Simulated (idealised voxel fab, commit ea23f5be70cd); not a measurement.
Process module name: voxel capacitor over wiring
Cross-section cut spans 300 nm and uses square cells 5 nm in size.
In this document a cross-section is written as a grid of square cells. It is given as a series of bands, listed from the top down, and a band is one or more rows of cells. Each band's line starts with the height of the band's top and of its bottom, in nm. Then come its materials from left to right, each with its width in nm. One material with "edge to edge" fills the band from edge to edge. "blank" is empty space. Heights are expressed relative to 0, this being the level below which the as-received wafer comprises one material exclusively. The lowest band is unbounded in the downward direction and is denoted as in "z 0 and below". Quick explanation for "30 to 40": the width changes in equal steps down the rows of cells, from the first number in the band's top row to the second number in its bottom row. Given "stayed the same" for a step, no cell of the cross-section differs between before and after that step. "Closed-off voids": sealed empty spaces, 8 cells or more, no open way to top, listed width x height at distance, with distance from the left edge and width, height and distance in nm. If you see something after the settings on a step's line, that's the simulator's own remark about that step. Steps that use a mask can have "overlay nm" on their line. It says how far the mask sat to the right of where it was meant to be. Negative means to the left. Layout of what follows: cross-section pairs, each bracketing one process step, the after cross-section shown only to the lowest band that changed, the step between and its settings noted under each pair. Pairs may originate in different runs of this module on the same starting wafer; a pair continues from the pair above only where its entry headed "before" says so.

before:
	z 65 to 45  blank 105 nm, then resist 20 nm, then blank 65 nm, then resist 20 nm, then blank 90 nm
	z 45 to 20  blank 105 nm, then W 20 nm, then blank 65 nm, then W 20 nm, then blank 90 nm
	z 20 to 15  TiN edge to edge
	z 15 to 0  SiO2 edge to edge
	z 0 and below  Si edge to edge
	Closed-off voids: none

As Processed:
	z 65 to 45  blank 105 nm, then resist 20 nm, then blank 65 nm, then resist 20 nm, then blank 90 nm
	z 45 to 20  blank 105 nm, then W 20 nm, then blank 65 nm, then W 20 nm, then blank 90 nm
	z 20 to 15  blank 105 nm, then TiN 20 nm, then blank 65 nm, then TiN 20 nm, then blank 90 nm
	At heights below 15, the structure remains unaltered.
	Closed-off voids: none
So what happens between those two cross-sections up there? DIRECTIONAL_ETCH | etch materials TiN | depth nm 5

before: the after view from the pair directly above serves as the before view here.

As Processed:
	z 45 to 20  blank 105 nm, then W 20 nm, then blank 65 nm, then W 20 nm, then blank 90 nm
	At heights below 20, the structure remains unaltered.
	Closed-off voids: none
So what happens between those two cross-sections up there? STRIP | etch materials resist

before: the after view from the pair directly above serves as the before view here.

As Processed:
	z 50 to 45  blank 100 nm, then SiN 30 nm, then blank 55 nm, then SiN 30 nm, then blank 85 nm
	z 45 to 20  blank 100 nm, then SiN 5 nm, then W 20 nm, then SiN 5 nm, then blank 55 nm, then SiN 5 nm, then W 20 nm, then SiN 5 nm, then blank 85 nm
	z 20 to 15  SiN 105 nm, then TiN 20 nm, then SiN 65 nm, then TiN 20 nm, then SiN 90 nm
	At heights below 15, the structure remains unaltered.
	Closed-off voids: none
So what happens between those two cross-sections up there? CONFORMAL_DEP | material SiN | thk nm 5

before: the after view from the pair directly above serves as the before view here.

As Processed:
	z 60 to 50  lowk edge to edge
	z 50 to 45  lowk 100 nm, then SiN 30 nm, then lowk 55 nm, then SiN 30 nm, then lowk 85 nm
	z 45 to 20  lowk 100 nm, then SiN 5 nm, then W 20 nm, then SiN 5 nm, then lowk 55 nm, then SiN 5 nm, then W 20 nm, then SiN 5 nm, then lowk 85 nm
	At heights below 20, the structure remains unaltered.
	Closed-off voids: none
So what happens between those two cross-sections up there? FILL_DEP | material lowk | thk nm 10

before: the after view from the pair directly above serves as the before view here.

As Processed:
	z 45 to 20  lowk 100 nm, then SiN 5 nm, then W 20 nm, then SiN 5 nm, then lowk 55 nm, then SiN 5 nm, then W 20 nm, then SiN 5 nm, then lowk 85 nm
	At heights below 20, the structure remains unaltered.
	Closed-off voids: none
So what happens between those two cross-sections up there? CMP | height nm 45

before: the after view from the pair directly above serves as the before view here.

As Processed:
	z 50 to 45  SiCN edge to edge
	At heights below 45, the structure remains unaltered.
	Closed-off voids: none
So what happens between those two cross-sections up there? CONFORMAL_DEP | material SiCN | thk nm 5

before: the after view from the pair directly above serves as the before view here.

As Processed:
	z 65 to 50  lowk edge to edge
	At heights below 50, the structure remains unaltered.
	Closed-off voids: none
So what happens between those two cross-sections up there? DIRECTIONAL_DEP | material lowk | thk nm 15

before: the after view from the pair directly above serves as the before view here.

As Processed:
	z 75 to 65  aC edge to edge
	At heights below 65, the structure remains unaltered.
	Closed-off voids: none
So what happens between those two cross-sections up there? DIRECTIONAL_DEP | material aC | thk nm 10

before: the after view from the pair directly above serves as the before view here.

As Processed:
	z 105 to 75  resist 100 nm, then blank 15 nm, then resist 185 nm
	At heights below 75, the structure remains unaltered.
	Closed-off voids: none
So what happens between those two cross-sections up there? PATTERN | tone open | mask id PLUG_1 | material resist | width nm 15 | thk nm 30 | overlay nm 0

before: the after view from the pair directly above serves as the before view here.

As Processed:
	z 95 to 75  resist 100 nm, then blank 15 nm, then resist 185 nm
	z 75 to 65  aC 100 nm, then blank 15 nm, then aC 185 nm
	At heights below 65, the structure remains unaltered.
	Closed-off voids: none
So what happens between those two cross-sections up there? DIRECTIONAL_ETCH | etch materials aC | depth nm 10

before: the after view from the pair directly above serves as the before view here.

As Processed:
	z 75 to 65  aC 100 nm, then blank 15 nm, then aC 185 nm
	At heights below 65, the structure remains unaltered.
	Closed-off voids: none
So what happens between those two cross-sections up there? STRIP | etch materials resist

before: the after view from the pair directly above serves as the before view here.

As Processed:
	z 75 to 65  aC 100 nm, then blank 15 nm, then aC 185 nm
	z 65 to 50  lowk 100 nm, then blank 15 nm, then lowk 185 nm
	At heights below 50, the structure remains unaltered.
	Closed-off voids: none
So what happens between those two cross-sections up there? DIRECTIONAL_ETCH | etch materials lowk | depth nm 15

before: the after view from the pair directly above serves as the before view here.

As Processed:
	z 75 to 65  aC 100 nm, then blank 15 nm, then aC 185 nm
	z 65 to 50  lowk 100 nm, then blank 15 nm, then lowk 185 nm
	z 50 to 45  SiCN 100 nm, then blank 15 nm, then SiCN 185 nm
	At heights below 45, the structure remains unaltered.
	Closed-off voids: none
So what happens between those two cross-sections up there? DIRECTIONAL_ETCH | etch materials SiCN | depth nm 5

before: the after view from the pair directly above serves as the before view here.

As Processed:
	z 65 to 50  lowk 100 nm, then blank 15 nm, then lowk 185 nm
	At heights below 50, the structure remains unaltered.
	Closed-off voids: none
So what happens between those two cross-sections up there? STRIP | etch materials aC

before: the after view from the pair directly above serves as the before view here.

As Processed:
	z 65 to 55  lowk 100 nm, then blank 15 nm, then lowk 185 nm
	z 55 to 50  lowk 100 nm, then Ru 15 nm, then lowk 185 nm
	z 50 to 45  SiCN 100 nm, then Ru 15 nm, then SiCN 185 nm
	At heights below 45, the structure remains unaltered.
	Closed-off voids: none
So what happens between those two cross-sections up there? EPI | material Ru | thk nm 10

before: the after view from the pair directly above serves as the before view here.

As Processed:
	z 65 to 50  lowk 100 nm, then Ru 15 nm, then lowk 185 nm
	At heights below 50, the structure remains unaltered.
	Closed-off voids: none
So what happens between those two cross-sections up there? EPI | material Ru | thk nm 10

before: the after view from the pair directly above serves as the before view here.

As Processed:
	z 70 to 65  TiN edge to edge
	At heights below 65, the structure remains unaltered.
	Closed-off voids: none
So what happens between those two cross-sections up there? DIRECTIONAL_DEP | material TiN | thk nm 5

before: the after view from the pair directly above serves as the before view here.

As Processed:
	z 75 to 70  Al2O3 edge to edge
	At heights below 70, the structure remains unaltered.
	Closed-off voids: none
So what happens between those two cross-sections up there? DIRECTIONAL_DEP | material Al2O3 | thk nm 5

before: the after view from the pair directly above serves as the before view here.

As Processed:
	z 85 to 75  TiN edge to edge
	At heights below 75, the structure remains unaltered.
	Closed-off voids: none
So what happens between those two cross-sections up there? DIRECTIONAL_DEP | material TiN | thk nm 10

before: the after view from the pair directly above serves as the before view here.

As Processed:
	z 85 to 75  blank 100 nm, then TiN 70 nm, then blank 130 nm
	At heights below 75, the structure remains unaltered.
	Closed-off voids: none
So what happens between those two cross-sections up there? MASKED_ETCH | tone cover | mask id UPPER_PLATE | width nm 70 | etch materials TiN | depth nm 10 | overlay nm 0

before: the after view from the pair directly above serves as the before view here.

As Processed:
	z 85 to 75  blank 100 nm, then TiN 70 nm, then blank 130 nm
	z 75 to 70  blank 100 nm, then Al2O3 70 nm, then blank 130 nm
	At heights below 70, the structure remains unaltered.
	Closed-off voids: none
So what happens between those two cross-sections up there? MASKED_ETCH | tone cover | mask id UPPER_PLATE | width nm 70 | etch materials Al2O3 | depth nm 5 | overlay nm 0

before: the after view from the pair directly above serves as the before view here.

As Processed:
	z 100 to 85  blank 100 nm, then aC 70 nm, then blank 130 nm
	z 85 to 75  aC 100 nm, then TiN 70 nm, then aC 130 nm
	z 75 to 70  aC 100 nm, then Al2O3 70 nm, then aC 130 nm
	At heights below 70, the structure remains unaltered.
	Closed-off voids: none
So what happens between those two cross-sections up there? DIRECTIONAL_DEP | material aC | thk nm 15

before: the after view from the pair directly above serves as the before view here.

As Processed:
	z 130 to 100  blank 95 nm, then resist 80 nm, then blank 125 nm
	z 100 to 85  blank 95 nm, then resist 5 nm, then aC 70 nm, then resist 5 nm, then blank 125 nm
	At heights below 85, the structure remains unaltered.
	Closed-off voids: none
So what happens between those two cross-sections up there? PATTERN | tone cover | mask id LOWER_PLATE | material resist | width nm 80 | thk nm 30 | overlay nm 0

before: the after view from the pair directly above serves as the before view here.

As Processed:
	z 115 to 100  blank 95 nm, then resist 80 nm, then blank 125 nm
	z 100 to 85  blank 95 nm, then resist 5 nm, then aC 70 nm, then resist 5 nm, then blank 125 nm
	z 85 to 75  blank 95 nm, then aC 5 nm, then TiN 70 nm, then aC 5 nm, then blank 125 nm
	z 75 to 70  blank 95 nm, then aC 5 nm, then Al2O3 70 nm, then aC 5 nm, then blank 125 nm
	At heights below 70, the structure remains unaltered.
	Closed-off voids: none
So what happens between those two cross-sections up there? DIRECTIONAL_ETCH | etch materials aC | depth nm 15

before: the after view from the pair directly above serves as the before view here.

As Processed:
	z 100 to 85  blank 100 nm, then aC 70 nm, then blank 130 nm
	At heights below 85, the structure remains unaltered.
	Closed-off voids: none
So what happens between those two cross-sections up there? STRIP | etch materials resist

before: the after view from the pair directly above serves as the before view here.

As Processed:
	z 100 to 85  blank 100 nm, then aC 70 nm, then blank 130 nm
	z 85 to 75  blank 95 nm, then aC 5 nm, then TiN 70 nm, then aC 5 nm, then blank 125 nm
	z 75 to 70  blank 95 nm, then aC 5 nm, then Al2O3 70 nm, then aC 5 nm, then blank 125 nm
	z 70 to 65  blank 95 nm, then TiN 80 nm, then blank 125 nm
	At heights below 65, the structure remains unaltered.
	Closed-off voids: none
So what happens between those two cross-sections up there? DIRECTIONAL_ETCH | etch materials TiN | depth nm 5

before: the after view from the pair directly above serves as the before view here.

As Processed:
	z 85 to 75  blank 100 nm, then TiN 70 nm, then blank 130 nm
	z 75 to 70  blank 100 nm, then Al2O3 70 nm, then blank 130 nm
	At heights below 70, the structure remains unaltered.
	Closed-off voids: none
So what happens between those two cross-sections up there? STRIP | etch materials aC

before: the after view from the pair directly above serves as the before view here.

As Processed:
	z 105 to 85  SiO2 edge to edge
	z 85 to 75  SiO2 100 nm, then TiN 70 nm, then SiO2 130 nm
	z 75 to 70  SiO2 100 nm, then Al2O3 70 nm, then SiO2 130 nm
	z 70 to 65  SiO2 95 nm, then TiN 80 nm, then SiO2 125 nm
	At heights below 65, the structure remains unaltered.
	Closed-off voids: none
So what happens between those two cross-sections up there? FILL_DEP | material SiO2 | thk nm 20

before: the after view from the pair directly above serves as the before view here.

As Processed:
	z 100 to 85  SiO2 edge to edge
	At heights below 85, the structure remains unaltered.
	Closed-off voids: none
So what happens between those two cross-sections up there? CMP | height nm 100

before: the after view from the pair directly above serves as the before view here.

As Processed:
	z 100 to 85  SiO2 110 nm, then blank 15 nm, then SiO2 175 nm
	At heights below 85, the structure remains unaltered.
	Closed-off voids: none
So what happens between those two cross-sections up there? MASKED_ETCH | tone open | mask id PLUG_2 | width nm 15 | etch materials SiO2 | depth nm 15 | overlay nm 0

before: the after view from the pair directly above serves as the before view here.

As Processed:
	z 105 to 100  TiN 115 nm, then blank 5 nm, then TiN 180 nm
	z 100 to 90  SiO2 110 nm, then TiN 5 nm, then blank 5 nm, then TiN 5 nm, then SiO2 175 nm
	z 90 to 85  SiO2 110 nm, then TiN 15 nm, then SiO2 175 nm
	At heights below 85, the structure remains unaltered.
	Closed-off voids: none
So what happens between those two cross-sections up there? CONFORMAL_DEP | material TiN | thk nm 5

before: the after view from the pair directly above serves as the before view here.

As Processed:
	z 115 to 105  Ru edge to edge
	z 105 to 100  TiN 115 nm, then Ru 5 nm, then TiN 180 nm
	z 100 to 90  SiO2 110 nm, then TiN 5 nm, then Ru 5 nm, then TiN 5 nm, then SiO2 175 nm
	At heights below 90, the structure remains unaltered.
	Closed-off voids: none
So what happens between those two cross-sections up there? FILL_DEP | material Ru | thk nm 10

before: the after view from the pair directly above serves as the before view here.

As Processed:
	z 100 to 90  SiO2 110 nm, then TiN 5 nm, then Ru 5 nm, then TiN 5 nm, then SiO2 175 nm
	At heights below 90, the structure remains unaltered.
	Closed-off voids: none
So what happens between those two cross-sections up there? CMP | height nm 100

before: the after view from the pair directly above serves as the before view here.

As Processed:
	z 105 to 100  SiN edge to edge
	At heights below 100, the structure remains unaltered.
	Closed-off voids: none
So what happens between those two cross-sections up there? CONFORMAL_DEP | material SiN | thk nm 5

before:
	z 100 to 90  SiO2 110 nm, then TiN 5 nm, then Ru 5 nm, then TiN 5 nm, then SiO2 175 nm
	z 90 to 85  SiO2 110 nm, then TiN 15 nm, then SiO2 175 nm
	z 85 to 75  SiO2 100 nm, then TiN 70 nm, then SiO2 130 nm
	z 75 to 70  SiO2 100 nm, then Al2O3 70 nm, then SiO2 130 nm
	z 70 to 65  SiO2 95 nm, then TiN 80 nm, then SiO2 125 nm
	z 65 to 50  lowk 100 nm, then Ru 15 nm, then lowk 185 nm
	z 50 to 45  SiCN 100 nm, then Ru 15 nm, then SiCN 185 nm
	z 45 to 20  lowk 90 nm, then SiN 5 nm, then W 20 nm, then SiN 5 nm, then lowk 55 nm, then SiN 5 nm, then W 20 nm, then SiN 5 nm, then lowk 95 nm
	z 20 to 15  SiN 95 nm, then TiN 20 nm, then SiN 65 nm, then TiN 20 nm, then SiN 100 nm
	z 15 to 0  SiO2 edge to edge
	z 0 and below  Si edge to edge
	Closed-off voids: none

As Processed:
	z 105 to 100  SiO2 edge to edge
	At heights below 100, the structure remains unaltered.
	Closed-off voids: none
So what happens between those two cross-sections up there? CONFORMAL_DEP | material SiO2 | thk nm 5

before:
	z 100 to 85  SiO2 edge to edge
	z 85 to 75  SiO2 100 nm, then TiN 70 nm, then SiO2 130 nm
	z 75 to 70  SiO2 100 nm, then Al2O3 70 nm, then SiO2 130 nm
	z 70 to 65  SiO2 95 nm, then TiN 80 nm, then SiO2 125 nm
	z 65 to 50  lowk 100 nm, then Ru 15 nm, then lowk 185 nm
	z 50 to 45  SiCN 100 nm, then Ru 15 nm, then SiCN 185 nm
	z 45 to 20  lowk 90 nm, then SiN 5 nm, then W 20 nm, then SiN 5 nm, then lowk 55 nm, then SiN 5 nm, then W 20 nm, then SiN 5 nm, then lowk 95 nm
	z 20 to 15  SiN 95 nm, then TiN 20 nm, then SiN 65 nm, then TiN 20 nm, then SiN 100 nm
	z 15 to 0  SiO2 edge to edge
	z 0 and below  Si edge to edge
	Closed-off voids: none

As Processed:
	z 100 to 85  blank 110 nm, then SiO2 15 nm, then blank 175 nm
	At heights below 85, the structure remains unaltered.
	Closed-off voids: none
So what happens between those two cross-sections up there? MASKED_ETCH | tone cover | mask id PLUG_2 | width nm 15 | etch materials SiO2 | depth nm 15 | overlay nm 0

before: the after view from the pair directly above serves as the before view here.

As Processed:
	z 105 to 100  blank 105 nm, then TiN 25 nm, then blank 170 nm
	z 100 to 90  blank 105 nm, then TiN 5 nm, then SiO2 15 nm, then TiN 5 nm, then blank 170 nm
	z 90 to 85  TiN 110 nm, then SiO2 15 nm, then TiN 175 nm
	At heights below 85, the structure remains unaltered.
	Closed-off voids: none
So what happens between those two cross-sections up there? CONFORMAL_DEP | material TiN | thk nm 5

before: the after view from the pair directly above serves as the before view here.

As Processed:
	z 115 to 105  Ru edge to edge
	z 105 to 100  Ru 105 nm, then TiN 25 nm, then Ru 170 nm
	z 100 to 90  Ru 105 nm, then TiN 5 nm, then SiO2 15 nm, then TiN 5 nm, then Ru 170 nm
	At heights below 90, the structure remains unaltered.
	Closed-off voids: none
So what happens between those two cross-sections up there? FILL_DEP | material Ru | thk nm 10

before: the after view from the pair directly above serves as the before view here.

As Processed:
	z 100 to 90  Ru 105 nm, then TiN 5 nm, then SiO2 15 nm, then TiN 5 nm, then Ru 170 nm
	At heights below 90, the structure remains unaltered.
	Closed-off voids: none
So what happens between those two cross-sections up there? CMP | height nm 100

before: the after view from the pair directly above serves as the before view here.

As Processed:
	z 105 to 100  SiN edge to edge
	At heights below 100, the structure remains unaltered.
	Closed-off voids: none
So what happens between those two cross-sections up there? CONFORMAL_DEP | material SiN | thk nm 5
